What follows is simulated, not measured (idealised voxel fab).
The process module that follows is named voxel released beams.
The cross-section shown here is cut; it is 280 nm wide and divided into square cells measuring 5 nm on a side.
Notation: cross-section as square-cell grid; stated in bands, top first, going down; one or more cell rows per band. Look at the band entry: it leads with the top's height and the bottom's height in nm. Then it lists the materials left to right, with a width in nm for each. The word "everywhere" on a single material says that material fills the band edge to edge. The word "empty" is empty space. For the purposes of this specification, 0 denotes the height below which the wafer in its as-received condition is composed wholly of one material, and the lowermost band, lacking a lower limit, extends downward without end, as expressed in "0 down". Width spec "30->40" -> top row of cells at first value, bottom row at second value, equal per-row change in between. "no change occurred" for a step: no cell of the cross-section changed in that step. "closed voids": sealed empty spaces, 8 cells or more, no open way to top, listed width x height at distance, with distance from the left edge and width, height and distance in nm. Step line, after settings: the simulator's comment on this step. The line of a step may include "overlay nm". On a step with a mask, this value is how far to the right of its planned place the mask lay. A negative value means the mask lay to the left.
Process steps - plan:
1) op RECEIVE | material Si
2) op CONFORMAL_DEP | material Al2O3 | thk nm 10
3) op DIRECTIONAL_DEP | material SiO2 | thk nm 15
4) op PATTERN | tone open | mask id ANCHOR | material resist | width nm 30 | thk nm 15 | overlay nm 0
5) op DIRECTIONAL_ETCH | etch materials SiO2 | depth nm 15
6) op STRIP | etch materials resist
7) op CONFORMAL_DEP | material SiN | thk nm 10
8) op PATTERN | tone cover | mask id BEAM | material resist | width nm 75 | thk nm 15 | overlay nm 0
9) op DIRECTIONAL_ETCH | etch materials SiN | depth nm 10
10) op STRIP | etch materials resist
11) op STRIP | etch materials SiO2
Shown in cross-section is the wafer as received, that is, as it stands after step 1:
    0 down | Si everywhere
    closed voids: none
Cross-section, end of module. Start: as above. Plan: as above. Execution: one mistake:
    35 to 25 | 100 empty  45 SiN  135 empty
    25 to 20 | 95 empty  10 SiN  30 SiO2  10 SiN  135 empty
    20 to 10 | 95 empty  10 SiN  30 SiO2  40 SiN  105 empty
    10 to 0 | Al2O3 everywhere
    0 down | Si everywhere
    closed voids: none
Finding, execution versus plan: step 4 ran with different settings than intended, the actual operation and settings being op PATTERN | tone cover | mask id ANCHOR | material resist | width nm 30 | thk nm 15 | overlay nm 0
